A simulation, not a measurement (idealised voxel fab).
Process module, titled voxel wiring stack
The figure presents cross-section cut, which has a width of 210 nm and is divided into square cells with an edge length of 5 nm.
Square cells in a grid make up a cross-section in this document, and the grid is given as bands, listed from the top down, each one or more rows of cells. Look at the band entry: it leads with the top's height and the bottom's height in nm. Then it lists the materials left to right, with a width in nm for each. The word "throughout" on a single material says that material fills the band edge to edge. The word "empty" is empty space. Height 0 is the level under which the wafer as received is all one material. The lowest band goes on downwards, as in "0 nm and below". Width spec "30->40" -> top row of cells at first value, bottom row at second value, equal per-row change in between. For the purposes of this document, the phrase "left unchanged" attached to a step denotes that no cell within the cross-section was modified by that step. Listed in "Closed void roster": every empty space of 8 or more cells without an open way to the top. Form: width x height at distance, the distance being from the left edge, all in nm. That trailing text on a step's line, after the settings, is the simulator's own remark on the step. overlay nm: step with mask; distance mask lay right of planned place; negative value = left of planned place.
**The steps planned for the process are as follows**
1. RECEIVE,material Si
2. CONFORMAL_DEP,material SiO2,thk nm 15
3. CONFORMAL_DEP,material SiCN,thk nm 5
4. DIRECTIONAL_DEP,material lowk,thk nm 15
5. PATTERN,tone open,mask id METAL_1,material resist,width nm 30,pitch nm 45,thk nm 15,overlay nm 0
6. DIRECTIONAL_ETCH,etch materials lowk,depth nm 15
7. DIRECTIONAL_ETCH,etch materials SiCN,depth nm 5
8. STRIP,etch materials resist
9. CONFORMAL_DEP,material TiN,thk nm 5
10. FILL_DEP,material W,thk nm 5
11. CMP,height nm 35
12. CONFORMAL_DEP,material SiCN,thk nm 5
13. DIRECTIONAL_DEP,material lowk,thk nm 20
14. PATTERN,tone open,mask id PLUG_1,material resist,width nm 15,pitch nm 45,thk nm 20,overlay nm 0
15. DIRECTIONAL_ETCH,etch materials lowk,depth nm 20
16. DIRECTIONAL_ETCH,etch materials SiCN,depth nm 5
17. STRIP,etch materials resist
18. CONFORMAL_DEP,material TiN,thk nm 5
19. FILL_DEP,material Ru,thk nm 10
20. CMP,height nm 60
21. DIRECTIONAL_DEP,material TiN,thk nm 5
22. DIRECTIONAL_DEP,material W,thk nm 25
23. DIRECTIONAL_DEP,material aC,thk nm 10
24. PATTERN,tone cover,mask id METAL_2,material resist,width nm 30,pitch nm 45,thk nm 30,overlay nm 0
25. DIRECTIONAL_ETCH,etch materials aC,depth nm 10
26. STRIP,etch materials resist
27. DIRECTIONAL_ETCH,etch materials W,depth nm 25
28. DIRECTIONAL_ETCH,etch materials TiN,depth nm 5
29. STRIP,etch materials aC
30. FILL_DEP,material lowk,thk nm 5
31. CMP,height nm 90
32. CONFORMAL_DEP,material SiCN,thk nm 5
33. DIRECTIONAL_DEP,material SiO2,thk nm 35
34. PATTERN,tone open,mask id METAL_3_HOLES,material resist,width nm 15,pitch nm 45,thk nm 20,overlay nm 0
35. DIRECTIONAL_ETCH,etch materials SiO2,depth nm 35
36. STRIP,etch materials resist
37. DIRECTIONAL_DEP,material aC,thk nm 15
38. PATTERN,tone open,mask id METAL_3,material resist,width nm 30,pitch nm 45,thk nm 30,overlay nm 0
39. DIRECTIONAL_ETCH,etch materials aC,depth nm 15
40. STRIP,etch materials resist
41. DIRECTIONAL_ETCH,etch materials SiO2,depth nm 20
42. DIRECTIONAL_ETCH,etch materials SiCN,depth nm 5
43. STRIP,etch materials aC
44. CONFORMAL_DEP,material TiN,thk nm 5
45. FILL_DEP,material Ru,thk nm 10
46. CMP,height nm 130
47. CONFORMAL_DEP,material SiN,thk nm 5
**First of two wafers - as planned**
**As-received wafer cross-section (after step 1)**
  0 nm and below: Si throughout
  Closed void roster: none
**How the wafer stands in section after step 2**
  15 nm to 0 nm: SiO2 throughout
  Rest of section, below 0: as before.
**How the wafer stands in section after step 3**
  20 nm to 15 nm: SiCN throughout
  Rest of section, below 15: as before.
**How the wafer stands in section after step 4**
  35 nm to 20 nm: lowk throughout
  Rest of section, below 20: as before.
**How the wafer stands in section after step 5**
  50 nm to 35 nm: 20 resist / 30 empty / 15 resist / 30 empty / 15 resist / 30 empty / 15 resist / 30 empty / 25 resist
  Rest of section, below 35: as before.
**How the wafer stands in section after step 6**
  50 nm to 35 nm: 20 resist / 30 empty / 15 resist / 30 empty / 15 resist / 30 empty / 15 resist / 30 empty / 25 resist
  35 nm to 20 nm: 20 lowk / 30 empty / 15 lowk / 30 empty / 15 lowk / 30 empty / 15 lowk / 30 empty / 25 lowk
  Rest of section, below 20: as before.
**How the wafer stands in section after step 7**
  50 nm to 35 nm: 20 resist / 30 empty / 15 resist / 30 empty / 15 resist / 30 empty / 15 resist / 30 empty / 25 resist
  35 nm to 20 nm: 20 lowk / 30 empty / 15 lowk / 30 empty / 15 lowk / 30 empty / 15 lowk / 30 empty / 25 lowk
  20 nm to 15 nm: 20 SiCN / 30 empty / 15 SiCN / 30 empty / 15 SiCN / 30 empty / 15 SiCN / 30 empty / 25 SiCN
  Rest of section, below 15: as before.
**How the wafer stands in section after step 8**
  35 nm to 20 nm: 20 lowk / 30 empty / 15 lowk / 30 empty / 15 lowk / 30 empty / 15 lowk / 30 empty / 25 lowk
  Rest of section, below 20: as before.
**How the wafer stands in section after step 9**
  40 nm to 35 nm: 25 TiN / 20 empty / 25 TiN / 20 empty / 25 TiN / 20 empty / 25 TiN / 20 empty / 30 TiN
  35 nm to 20 nm: 20 lowk / 5 TiN / 20 empty / 5 TiN / 15 lowk / 5 TiN / 20 empty / 5 TiN / 15 lowk / 5 TiN / 20 empty / 5 TiN / 15 lowk / 5 TiN / 20 empty / 5 TiN / 25 lowk
  20 nm to 15 nm: 20 SiCN / 30 TiN / 15 SiCN / 30 TiN / 15 SiCN / 30 TiN / 15 SiCN / 30 TiN / 25 SiCN
  Rest of section, below 15: as before.
**How the wafer stands in section after step 10**
  45 nm to 40 nm: W throughout
  40 nm to 35 nm: 25 TiN / 20 W / 25 TiN / 20 W / 25 TiN / 20 W / 25 TiN / 20 W / 30 TiN
  35 nm to 20 nm: 20 lowk / 5 TiN / 20 W / 5 TiN / 15 lowk / 5 TiN / 20 W / 5 TiN / 15 lowk / 5 TiN / 20 W / 5 TiN / 15 lowk / 5 TiN / 20 W / 5 TiN / 25 lowk
  Rest of section, below 20: as before.
**How the wafer stands in section after step 11**
  35 nm to 20 nm: 20 lowk / 5 TiN / 20 W / 5 TiN / 15 lowk / 5 TiN / 20 W / 5 TiN / 15 lowk / 5 TiN / 20 W / 5 TiN / 15 lowk / 5 TiN / 20 W / 5 TiN / 25 lowk
  Rest of section, below 20: as before.
**How the wafer stands in section after step 12**
  40 nm to 35 nm: SiCN throughout
  Rest of section, below 35: as before.
**How the wafer stands in section after step 13**
  60 nm to 40 nm: lowk throughout
  Rest of section, below 40: as before.
**How the wafer stands in section after step 14**
  80 nm to 60 nm: 20 resist / 15 empty / 30 resist / 15 empty / 30 resist / 15 empty / 30 resist / 15 empty / 40 resist
  Rest of section, below 60: as before.
**How the wafer stands in section after step 15**
  80 nm to 60 nm: 20 resist / 15 empty / 30 resist / 15 empty / 30 resist / 15 empty / 30 resist / 15 empty / 40 resist
  60 nm to 40 nm: 20 lowk / 15 empty / 30 lowk / 15 empty / 30 lowk / 15 empty / 30 lowk / 15 empty / 40 lowk
  Rest of section, below 40: as before.
**How the wafer stands in section after step 16**
  80 nm to 60 nm: 20 resist / 15 empty / 30 resist / 15 empty / 30 resist / 15 empty / 30 resist / 15 empty / 40 resist
  60 nm to 40 nm: 20 lowk / 15 empty / 30 lowk / 15 empty / 30 lowk / 15 empty / 30 lowk / 15 empty / 40 lowk
  40 nm to 35 nm: 20 SiCN / 15 empty / 30 SiCN / 15 empty / 30 SiCN / 15 empty / 30 SiCN / 15 empty / 40 SiCN
  Rest of section, below 35: as before.
**How the wafer stands in section after step 17**
  60 nm to 40 nm: 20 lowk / 15 empty / 30 lowk / 15 empty / 30 lowk / 15 empty / 30 lowk / 15 empty / 40 lowk
  Rest of section, below 40: as before.
**How the wafer stands in section after step 18**
  65 nm to 60 nm: 25 TiN / 5 empty / 40 TiN / 5 empty / 40 TiN / 5 empty / 40 TiN / 5 empty / 45 TiN
  60 nm to 40 nm: 20 lowk / 5 TiN / 5 empty / 5 TiN / 30 lowk / 5 TiN / 5 empty / 5 TiN / 30 lowk / 5 TiN / 5 empty / 5 TiN / 30 lowk / 5 TiN / 5 empty / 5 TiN / 40 lowk
  40 nm to 35 nm: 20 SiCN / 15 TiN / 30 SiCN / 15 TiN / 30 SiCN / 15 TiN / 30 SiCN / 15 TiN / 40 SiCN
  Rest of section, below 35: as before.
**How the wafer stands in section after step 19**
  75 nm to 65 nm: Ru throughout
  65 nm to 60 nm: 25 TiN / 5 Ru / 40 TiN / 5 Ru / 40 TiN / 5 Ru / 40 TiN / 5 Ru / 45 TiN
  60 nm to 40 nm: 20 lowk / 5 TiN / 5 Ru / 5 TiN / 30 lowk / 5 TiN / 5 Ru / 5 TiN / 30 lowk / 5 TiN / 5 Ru / 5 TiN / 30 lowk / 5 TiN / 5 Ru / 5 TiN / 40 lowk
  Rest of section, below 40: as before.
**How the wafer stands in section after step 20**
  60 nm to 40 nm: 20 lowk / 5 TiN / 5 Ru / 5 TiN / 30 lowk / 5 TiN / 5 Ru / 5 TiN / 30 lowk / 5 TiN / 5 Ru / 5 TiN / 30 lowk / 5 TiN / 5 Ru / 5 TiN / 40 lowk
  Rest of section, below 40: as before.
**How the wafer stands in section after step 21**
  65 nm to 60 nm: TiN throughout
  Rest of section, below 60: as before.
**How the wafer stands in section after step 22**
  90 nm to 65 nm: W throughout
  Rest of section, below 65: as before.
**How the wafer stands in section after step 23**
  100 nm to 90 nm: aC throughout
  Rest of section, below 90: as before.
**How the wafer stands in section after step 24**
  130 nm to 100 nm: 20 empty / 30 resist / 15 empty / 30 resist / 15 empty / 30 resist / 15 empty / 30 resist / 25 empty
  Rest of section, below 100: as before.
**How the wafer stands in section after step 25**
  120 nm to 100 nm: 20 empty / 30 resist / 15 empty / 30 resist / 15 empty / 30 resist / 15 empty / 30 resist / 25 empty
  100 nm to 90 nm: 20 empty / 30 aC / 15 empty / 30 aC / 15 empty / 30 aC / 15 empty / 30 aC / 25 empty
  Rest of section, below 90: as before.
**How the wafer stands in section after step 26**
  100 nm to 90 nm: 20 empty / 30 aC / 15 empty / 30 aC / 15 empty / 30 aC / 15 empty / 30 aC / 25 empty
  Rest of section, below 90: as before.
**How the wafer stands in section after step 27**
  100 nm to 90 nm: 20 empty / 30 aC / 15 empty / 30 aC / 15 empty / 30 aC / 15 empty / 30 aC / 25 empty
  90 nm to 65 nm: 20 empty / 30 W / 15 empty / 30 W / 15 empty / 30 W / 15 empty / 30 W / 25 empty
  Rest of section, below 65: as before.
**How the wafer stands in section after step 28**
  100 nm to 90 nm: 20 empty / 30 aC / 15 empty / 30 aC / 15 empty / 30 aC / 15 empty / 30 aC / 25 empty
  90 nm to 65 nm: 20 empty / 30 W / 15 empty / 30 W / 15 empty / 30 W / 15 empty / 30 W / 25 empty
  65 nm to 60 nm: 20 empty / 30 TiN / 15 empty / 30 TiN / 15 empty / 30 TiN / 15 empty / 30 TiN / 25 empty
  Rest of section, below 60: as before.
**How the wafer stands in section after step 29**
  90 nm to 65 nm: 20 empty / 30 W / 15 empty / 30 W / 15 empty / 30 W / 15 empty / 30 W / 25 empty
  Rest of section, below 65: as before.
**How the wafer stands in section after step 30**
  95 nm to 90 nm: lowk throughout
  90 nm to 65 nm: 20 lowk / 30 W / 15 lowk / 30 W / 15 lowk / 30 W / 15 lowk / 30 W / 25 lowk
  65 nm to 60 nm: 20 lowk / 30 TiN / 15 lowk / 30 TiN / 15 lowk / 30 TiN / 15 lowk / 30 TiN / 25 lowk
  Rest of section, below 60: as before.
**How the wafer stands in section after step 31**
  90 nm to 65 nm: 20 lowk / 30 W / 15 lowk / 30 W / 15 lowk / 30 W / 15 lowk / 30 W / 25 lowk
  Rest of section, below 65: as before.
**How the wafer stands in section after step 32**
  95 nm to 90 nm: SiCN throughout
  Rest of section, below 90: as before.
**How the wafer stands in section after step 33**
  130 nm to 95 nm: SiO2 throughout
  Rest of section, below 95: as before.
**How the wafer stands in section after step 34**
  150 nm to 130 nm: 20 resist / 15 empty / 30 resist / 15 empty / 30 resist / 15 empty / 30 resist / 15 empty / 40 resist
  Rest of section, below 130: as before.
**How the wafer stands in section after step 35**
  150 nm to 130 nm: 20 resist / 15 empty / 30 resist / 15 empty / 30 resist / 15 empty / 30 resist / 15 empty / 40 resist
  130 nm to 95 nm: 20 SiO2 / 15 empty / 30 SiO2 / 15 empty / 30 SiO2 / 15 empty / 30 SiO2 / 15 empty / 40 SiO2
  Rest of section, below 95: as before.
**How the wafer stands in section after step 36**
  130 nm to 95 nm: 20 SiO2 / 15 empty / 30 SiO2 / 15 empty / 30 SiO2 / 15 empty / 30 SiO2 / 15 empty / 40 SiO2
  Rest of section, below 95: as before.
**How the wafer stands in section after step 37**
  145 nm to 130 nm: 20 aC / 15 empty / 30 aC / 15 empty / 30 aC / 15 empty / 30 aC / 15 empty / 40 aC
  130 nm to 110 nm: 20 SiO2 / 15 empty / 30 SiO2 / 15 empty / 30 SiO2 / 15 empty / 30 SiO2 / 15 empty / 40 SiO2
  110 nm to 95 nm: 20 SiO2 / 15 aC / 30 SiO2 / 15 aC / 30 SiO2 / 15 aC / 30 SiO2 / 15 aC / 40 SiO2
  Rest of section, below 95: as before.
**How the wafer stands in section after step 38**
  175 nm to 145 nm: 20 resist / 30 empty / 15 resist / 30 empty / 15 resist / 30 empty / 15 resist / 30 empty / 25 resist
  Rest of section, below 145: as before.
**How the wafer stands in section after step 39**
  160 nm to 145 nm: 20 resist / 30 empty / 15 resist / 30 empty / 15 resist / 30 empty / 15 resist / 30 empty / 25 resist
  145 nm to 130 nm: 20 aC / 30 empty / 15 aC / 30 empty / 15 aC / 30 empty / 15 aC / 30 empty / 25 aC
  130 nm to 95 nm: 20 SiO2 / 15 empty / 30 SiO2 / 15 empty / 30 SiO2 / 15 empty / 30 SiO2 / 15 empty / 40 SiO2
  Rest of section, below 95: as before.
**How the wafer stands in section after step 40**
  145 nm to 130 nm: 20 aC / 30 empty / 15 aC / 30 empty / 15 aC / 30 empty / 15 aC / 30 empty / 25 aC
  Rest of section, below 130: as before.
**How the wafer stands in section after step 41**
  145 nm to 130 nm: 20 aC / 30 empty / 15 aC / 30 empty / 15 aC / 30 empty / 15 aC / 30 empty / 25 aC
  130 nm to 110 nm: 20 SiO2 / 30 empty / 15 SiO2 / 30 empty / 15 SiO2 / 30 empty / 15 SiO2 / 30 empty / 25 SiO2
  Rest of section, below 110: as before.
**How the wafer stands in section after step 42**
  145 nm to 130 nm: 20 aC / 30 empty / 15 aC / 30 empty / 15 aC / 30 empty / 15 aC / 30 empty / 25 aC
  130 nm to 110 nm: 20 SiO2 / 30 empty / 15 SiO2 / 30 empty / 15 SiO2 / 30 empty / 15 SiO2 / 30 empty / 25 SiO2
  110 nm to 95 nm: 20 SiO2 / 15 empty / 30 SiO2 / 15 empty / 30 SiO2 / 15 empty / 30 SiO2 / 15 empty / 40 SiO2
  95 nm to 90 nm: 20 SiCN / 15 empty / 30 SiCN / 15 empty / 30 SiCN / 15 empty / 30 SiCN / 15 empty / 40 SiCN
  Rest of section, below 90: as before.
**How the wafer stands in section after step 43**
  130 nm to 110 nm: 20 SiO2 / 30 empty / 15 SiO2 / 30 empty / 15 SiO2 / 30 empty / 15 SiO2 / 30 empty / 25 SiO2
  Rest of section, below 110: as before.
**How the wafer stands in section after step 44**
  135 nm to 130 nm: 25 TiN / 20 empty / 25 TiN / 20 empty / 25 TiN / 20 empty / 25 TiN / 20 empty / 30 TiN
  130 nm to 115 nm: 20 SiO2 / 5 TiN / 20 empty / 5 TiN / 15 SiO2 / 5 TiN / 20 empty / 5 TiN / 15 SiO2 / 5 TiN / 20 empty / 5 TiN / 15 SiO2 / 5 TiN / 20 empty / 5 TiN / 25 SiO2
  115 nm to 110 nm: 20 SiO2 / 5 TiN / 5 empty / 20 TiN / 15 SiO2 / 5 TiN / 5 empty / 20 TiN / 15 SiO2 / 5 TiN / 5 empty / 20 TiN / 15 SiO2 / 5 TiN / 5 empty / 20 TiN / 25 SiO2
  110 nm to 95 nm: 20 SiO2 / 5 TiN / 5 empty / 5 TiN / 30 SiO2 / 5 TiN / 5 empty / 5 TiN / 30 SiO2 / 5 TiN / 5 empty / 5 TiN / 30 SiO2 / 5 TiN / 5 empty / 5 TiN / 40 SiO2
  95 nm to 90 nm: 20 SiCN / 15 TiN / 30 SiCN / 15 TiN / 30 SiCN / 15 TiN / 30 SiCN / 15 TiN / 40 SiCN
  Rest of section, below 90: as before.
**How the wafer stands in section after step 45**
  145 nm to 135 nm: Ru throughout
  135 nm to 130 nm: 25 TiN / 20 Ru / 25 TiN / 20 Ru / 25 TiN / 20 Ru / 25 TiN / 20 Ru / 30 TiN
  130 nm to 115 nm: 20 SiO2 / 5 TiN / 20 Ru / 5 TiN / 15 SiO2 / 5 TiN / 20 Ru / 5 TiN / 15 SiO2 / 5 TiN / 20 Ru / 5 TiN / 15 SiO2 / 5 TiN / 20 Ru / 5 TiN / 25 SiO2
  115 nm to 110 nm: 20 SiO2 / 5 TiN / 5 Ru / 20 TiN / 15 SiO2 / 5 TiN / 5 Ru / 20 TiN / 15 SiO2 / 5 TiN / 5 Ru / 20 TiN / 15 SiO2 / 5 TiN / 5 Ru / 20 TiN / 25 SiO2
  110 nm to 95 nm: 20 SiO2 / 5 TiN / 5 Ru / 5 TiN / 30 SiO2 / 5 TiN / 5 Ru / 5 TiN / 30 SiO2 / 5 TiN / 5 Ru / 5 TiN / 30 SiO2 / 5 TiN / 5 Ru / 5 TiN / 40 SiO2
  Rest of section, below 95: as before.
**How the wafer stands in section after step 46**
  130 nm to 115 nm: 20 SiO2 / 5 TiN / 20 Ru / 5 TiN / 15 SiO2 / 5 TiN / 20 Ru / 5 TiN / 15 SiO2 / 5 TiN / 20 Ru / 5 TiN / 15 SiO2 / 5 TiN / 20 Ru / 5 TiN / 25 SiO2
  Rest of section, below 115: as before.
**How the wafer stands in section after step 47**
  135 nm to 130 nm: SiN throughout
  Rest of section, below 130: as before.
**For the second wafer, take the first wafer's start and plan, then add one mistake made in running it; everything through step 45, that step included, is shared with the first**
X-section, second wafer, when step 46 was due to finish: left unchanged
**X-section, second wafer, when step 47 was due to finish**
  150 nm to 145 nm: SiN throughout
  Rest of section, below 145: as before.
Short version of what went wrong: step 46 from the plan never happened, it was just skipped
Upon completion, the second wafer contains, in terms of cells, a greater or smaller amount of certain materials than the first wafer: 100 more of Ru; 26 more of TiN
